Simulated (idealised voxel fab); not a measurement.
The document below concerns the process module designated voxel air gaps.
FYI the section here is cut, 220 nm wide, cells are 5 nm squares.
A cross-section is a grid of square cells, given in bands from the top down. A band is one or more rows of cells.
Top, bottom (nm), then materials left to right with widths (nm); lone material tagged "edge to edge" fills the whole band edge to edge; "blank" = empty space.
Height reference: 0 = level under which incoming wafer is all one material. Lowest band: no bottom, runs on downward, e.g. "top 0, no bottom".
You'd read "30..40" like this: the band's top row of cells is as wide as the first number, its bottom row is as wide as the second, and going down, every row changes width by the same amount as the row before did.
Step marked "no alteration"? Then no cell in the cross-section changed in it.
The label "Enclosed internal cavities" introduces a list of the empty spaces, 8 cells or larger, that have no open way up to the top; each entry in it reads width x height at distance, where the distance is taken from the left edge and all three are stated in nm.
What comes after the settings on a step's line is commentary from the simulator itself on that step.
Regarding "overlay nm": on a step with a mask, it is the distance the mask lay to the right of its planned place; a negative value places it to the left.
### Planned step list for the process
1 RECEIVE | material Si
2 CONFORMAL_DEP | material SiO2 | thk nm 10
3 CONFORMAL_DEP | material SiN | thk nm 5
4 DIRECTIONAL_DEP | material lowk | thk nm 35
5 DIRECTIONAL_DEP | material aC | thk nm 15
6 PATTERN | tone open | mask id LINES | material resist | width nm 25 | pitch nm 50 | thk nm 30 | overlay nm 0
7 DIRECTIONAL_ETCH | etch materials aC | depth nm 15
8 STRIP | etch materials resist
9 DIRECTIONAL_ETCH | etch materials lowk | depth nm 35
10 STRIP | etch materials aC
11 CONFORMAL_DEP | material TiN | thk nm 5
12 FILL_DEP | material Ru | thk nm 5
13 CMP | height nm 50
14 EPI | material Ru | thk nm 10
15 SELECTIVE_ETCH | etch materials lowk | depth nm 45
16 CONFORMAL_DEP | material SiCN | thk nm 5
### Account of the first of two wafers, which was processed as intended
### As-received wafer cross-section (after step 1)
- top 0, no bottom = Si edge to edge
- Enclosed internal cavities: none
### Cross-sectional representation of the wafer at the conclusion of step 2
- top 10, bottom 0 = SiO2 edge to edge
- Nothing below the height 0 has changed.
### Cross-sectional representation of the wafer at the conclusion of step 3
- top 15, bottom 10 = SiN edge to edge
- Nothing below the height 10 has changed.
### Cross-sectional representation of the wafer at the conclusion of step 4
- top 50, bottom 15 = lowk edge to edge
- Nothing below the height 15 has changed.
### Cross-sectional representation of the wafer at the conclusion of step 5
- top 65, bottom 50 = aC edge to edge
- Nothing below the height 50 has changed.
### Cross-sectional representation of the wafer at the conclusion of step 6
- top 95, bottom 65 = resist=20 / blank=25 / resist=25 / blank=25 / resist=25 / blank=25 / resist=25 / blank=25 / resist=25
- Nothing below the height 65 has changed.
### Cross-sectional representation of the wafer at the conclusion of step 7
- top 80, bottom 65 = resist=20 / blank=25 / resist=25 / blank=25 / resist=25 / blank=25 / resist=25 / blank=25 / resist=25
- top 65, bottom 50 = aC=20 / blank=25 / aC=25 / blank=25 / aC=25 / blank=25 / aC=25 / blank=25 / aC=25
- Nothing below the height 50 has changed.
### Cross-sectional representation of the wafer at the conclusion of step 8
- top 65, bottom 50 = aC=20 / blank=25 / aC=25 / blank=25 / aC=25 / blank=25 / aC=25 / blank=25 / aC=25
- Nothing below the height 50 has changed.
### Cross-sectional representation of the wafer at the conclusion of step 9
- top 65, bottom 50 = aC=20 / blank=25 / aC=25 / blank=25 / aC=25 / blank=25 / aC=25 / blank=25 / aC=25
- top 50, bottom 15 = lowk=20 / blank=25 / lowk=25 / blank=25 / lowk=25 / blank=25 / lowk=25 / blank=25 / lowk=25
- Nothing below the height 15 has changed.
### Cross-sectional representation of the wafer at the conclusion of step 10
- top 50, bottom 15 = lowk=20 / blank=25 / lowk=25 / blank=25 / lowk=25 / blank=25 / lowk=25 / blank=25 / lowk=25
- Nothing below the height 15 has changed.
### Cross-sectional representation of the wafer at the conclusion of step 11
- top 55, bottom 50 = TiN=25 / blank=15 / TiN=35 / blank=15 / TiN=35 / blank=15 / TiN=35 / blank=15 / TiN=30
- top 50, bottom 20 = lowk=20 / TiN=5 / blank=15 / TiN=5 / lowk=25 / TiN=5 / blank=15 / TiN=5 / lowk=25 / TiN=5 / blank=15 / TiN=5 / lowk=25 / TiN=5 / blank=15 / TiN=5 / lowk=25
- top 20, bottom 15 = lowk=20 / TiN=25 / lowk=25 / TiN=25 / lowk=25 / TiN=25 / lowk=25 / TiN=25 / lowk=25
- Nothing below the height 15 has changed.
### Cross-sectional representation of the wafer at the conclusion of step 12
- top 60, bottom 55 = Ru edge to edge
- top 55, bottom 50 = TiN=25 / Ru=15 / TiN=35 / Ru=15 / TiN=35 / Ru=15 / TiN=35 / Ru=15 / TiN=30
- top 50, bottom 20 = lowk=20 / TiN=5 / Ru=15 / TiN=5 / lowk=25 / TiN=5 / Ru=15 / TiN=5 / lowk=25 / TiN=5 / Ru=15 / TiN=5 / lowk=25 / TiN=5 / Ru=15 / TiN=5 / lowk=25
- Nothing below the height 20 has changed.
### Cross-sectional representation of the wafer at the conclusion of step 13
- top 50, bottom 20 = lowk=20 / TiN=5 / Ru=15 / TiN=5 / lowk=25 / TiN=5 / Ru=15 / TiN=5 / lowk=25 / TiN=5 / Ru=15 / TiN=5 / lowk=25 / TiN=5 / Ru=15 / TiN=5 / lowk=25
- Nothing below the height 20 has changed.
### Cross-sectional representation of the wafer at the conclusion of step 14
- top 60, bottom 50 = blank=10 / Ru=45 / blank=5 / Ru=45 / blank=5 / Ru=45 / blank=5 / Ru=45 / blank=15
- Nothing below the height 50 has changed.
### Cross-sectional representation of the wafer at the conclusion of step 15
- top 60, bottom 50 = blank=10 / Ru=45 / blank=5 / Ru=45 / blank=5 / Ru=45 / blank=5 / Ru=45 / blank=15
- top 50, bottom 20 = blank=20 / TiN=5 / Ru=15 / TiN=5 / blank=25 / TiN=5 / Ru=15 / TiN=5 / blank=25 / TiN=5 / Ru=15 / TiN=5 / blank=25 / TiN=5 / Ru=15 / TiN=5 / blank=25
- top 20, bottom 15 = blank=20 / TiN=25 / blank=25 / TiN=25 / blank=25 / TiN=25 / blank=25 / TiN=25 / blank=25
- Nothing below the height 15 has changed.
### Cross-sectional representation of the wafer at the conclusion of step 16
- top 65, bottom 60 = blank=5 / SiCN=205 / blank=10
- top 60, bottom 50 = blank=5 / SiCN=5 / Ru=45 / SiCN=5 / Ru=45 / SiCN=5 / Ru=45 / SiCN=5 / Ru=45 / SiCN=5 / blank=10
- top 50, bottom 45 = blank=5 / SiCN=15 / TiN=5 / Ru=15 / TiN=5 / SiCN=25 / TiN=5 / Ru=15 / TiN=5 / SiCN=25 / TiN=5 / Ru=15 / TiN=5 / SiCN=25 / TiN=5 / Ru=15 / TiN=5 / SiCN=15 / blank=10
- top 45, bottom 20 = blank=15 / SiCN=5 / TiN=5 / Ru=15 / TiN=5 / SiCN=5 / blank=15 / SiCN=5 / TiN=5 / Ru=15 / TiN=5 / SiCN=5 / blank=15 / SiCN=5 / TiN=5 / Ru=15 / TiN=5 / SiCN=5 / blank=15 / SiCN=5 / TiN=5 / Ru=15 / TiN=5 / SiCN=5 / blank=20
- top 20, bottom 15 = SiCN=20 / TiN=25 / SiCN=25 / TiN=25 / SiCN=25 / TiN=25 / SiCN=25 / TiN=25 / SiCN=25
- Nothing below the height 15 has changed.
- Enclosed internal cavities: 15 x 25 at 50; 15 x 25 at 100; 15 x 25 at 150
### second wafer: like start, like plan, one mistake. Through step 1 it matches the first wafer
### Cross-section, second wafer, at the end time the plan gives for step 2
- top 10, bottom 0 = aC edge to edge
- Nothing below the height 0 has changed.
### Cross-section, second wafer, at the end time the plan gives for step 3
- top 15, bottom 10 = SiN edge to edge
- Nothing below the height 10 has changed.
### Cross-section, second wafer, at the end time the plan gives for step 4
- top 50, bottom 15 = lowk edge to edge
- Nothing below the height 15 has changed.
### Cross-section, second wafer, at the end time the plan gives for step 5
- top 65, bottom 50 = aC edge to edge
- Nothing below the height 50 has changed.
### Cross-section, second wafer, at the end time the plan gives for step 6
- top 95, bottom 65 = resist=20 / blank=25 / resist=25 / blank=25 / resist=25 / blank=25 / resist=25 / blank=25 / resist=25
- Nothing below the height 65 has changed.
### Cross-section, second wafer, at the end time the plan gives for step 7
- top 80, bottom 65 = resist=20 / blank=25 / resist=25 / blank=25 / resist=25 / blank=25 / resist=25 / blank=25 / resist=25
- top 65, bottom 50 = aC=20 / blank=25 / aC=25 / blank=25 / aC=25 / blank=25 / aC=25 / blank=25 / aC=25
- Nothing below the height 50 has changed.
### Cross-section, second wafer, at the end time the plan gives for step 8
- top 65, bottom 50 = aC=20 / blank=25 / aC=25 / blank=25 / aC=25 / blank=25 / aC=25 / blank=25 / aC=25
- Nothing below the height 50 has changed.
### Cross-section, second wafer, at the end time the plan gives for step 9
- top 65, bottom 50 = aC=20 / blank=25 / aC=25 / blank=25 / aC=25 / blank=25 / aC=25 / blank=25 / aC=25
- top 50, bottom 15 = lowk=20 / blank=25 / lowk=25 / blank=25 / lowk=25 / blank=25 / lowk=25 / blank=25 / lowk=25
- Nothing below the height 15 has changed.
### Cross-section, second wafer, at the end time the plan gives for step 10
- top 50, bottom 15 = lowk=20 / blank=25 / lowk=25 / blank=25 / lowk=25 / blank=25 / lowk=25 / blank=25 / lowk=25
- Nothing below the height 15 has changed.
### Cross-section, second wafer, at the end time the plan gives for step 11
- top 55, bottom 50 = TiN=25 / blank=15 / TiN=35 / blank=15 / TiN=35 / blank=15 / TiN=35 / blank=15 / TiN=30
- top 50, bottom 20 = lowk=20 / TiN=5 / blank=15 / TiN=5 / lowk=25 / TiN=5 / blank=15 / TiN=5 / lowk=25 / TiN=5 / blank=15 / TiN=5 / lowk=25 / TiN=5 / blank=15 / TiN=5 / lowk=25
- top 20, bottom 15 = lowk=20 / TiN=25 / lowk=25 / TiN=25 / lowk=25 / TiN=25 / lowk=25 / TiN=25 / lowk=25
- Nothing below the height 15 has changed.
### Cross-section, second wafer, at the end time the plan gives for step 12
- top 60, bottom 55 = Ru edge to edge
- top 55, bottom 50 = TiN=25 / Ru=15 / TiN=35 / Ru=15 / TiN=35 / Ru=15 / TiN=35 / Ru=15 / TiN=30
- top 50, bottom 20 = lowk=20 / TiN=5 / Ru=15 / TiN=5 / lowk=25 / TiN=5 / Ru=15 / TiN=5 / lowk=25 / TiN=5 / Ru=15 / TiN=5 / lowk=25 / TiN=5 / Ru=15 / TiN=5 / lowk=25
- Nothing below the height 20 has changed.
### Cross-section, second wafer, at the end time the plan gives for step 13
- top 50, bottom 20 = lowk=20 / TiN=5 / Ru=15 / TiN=5 / lowk=25 / TiN=5 / Ru=15 / TiN=5 / lowk=25 / TiN=5 / Ru=15 / TiN=5 / lowk=25 / TiN=5 / Ru=15 / TiN=5 / lowk=25
- Nothing below the height 20 has changed.
### Cross-section, second wafer, at the end time the plan gives for step 14
- top 60, bottom 50 = blank=10 / Ru=45 / blank=5 / Ru=45 / blank=5 / Ru=45 / blank=5 / Ru=45 / blank=15
- Nothing below the height 50 has changed.
### Cross-section, second wafer, at the end time the plan gives for step 15
- top 60, bottom 50 = blank=10 / Ru=45 / blank=5 / Ru=45 / blank=5 / Ru=45 / blank=5 / Ru=45 / blank=15
- top 50, bottom 20 = blank=20 / TiN=5 / Ru=15 / TiN=5 / blank=25 / TiN=5 / Ru=15 / TiN=5 / blank=25 / TiN=5 / Ru=15 / TiN=5 / blank=25 / TiN=5 / Ru=15 / TiN=5 / blank=25
- top 20, bottom 15 = blank=20 / TiN=25 / blank=25 / TiN=25 / blank=25 / TiN=25 / blank=25 / TiN=25 / blank=25
- Nothing below the height 15 has changed.
### Cross-section, second wafer, at the end time the plan gives for step 16
- top 65, bottom 60 = blank=5 / SiCN=205 / blank=10
- top 60, bottom 50 = blank=5 / SiCN=5 / Ru=45 / SiCN=5 / Ru=45 / SiCN=5 / Ru=45 / SiCN=5 / Ru=45 / SiCN=5 / blank=10
- top 50, bottom 45 = blank=5 / SiCN=15 / TiN=5 / Ru=15 / TiN=5 / SiCN=25 / TiN=5 / Ru=15 / TiN=5 / SiCN=25 / TiN=5 / Ru=15 / TiN=5 / SiCN=25 / TiN=5 / Ru=15 / TiN=5 / SiCN=15 / blank=10
- top 45, bottom 20 = blank=15 / SiCN=5 / TiN=5 / Ru=15 / TiN=5 / SiCN=5 / blank=15 / SiCN=5 / TiN=5 / Ru=15 / TiN=5 / SiCN=5 / blank=15 / SiCN=5 / TiN=5 / Ru=15 / TiN=5 / SiCN=5 / blank=15 / SiCN=5 / TiN=5 / Ru=15 / TiN=5 / SiCN=5 / blank=20
- top 20, bottom 15 = SiCN=20 / TiN=25 / SiCN=25 / TiN=25 / SiCN=25 / TiN=25 / SiCN=25 / TiN=25 / SiCN=25
- Nothing below the height 15 has changed.
- Enclosed internal cavities: 15 x 25 at 50; 15 x 25 at 100; 15 x 25 at 150
Processing error: so step 2 ended up running with a different setting than we planned, it ran as CONFORMAL_DEP | material aC | thk nm 10
Looking at both finished wafers in cells, the second ends up ahead of or behind the first on some materials: 88 fewer of SiO2, 88 more of aC
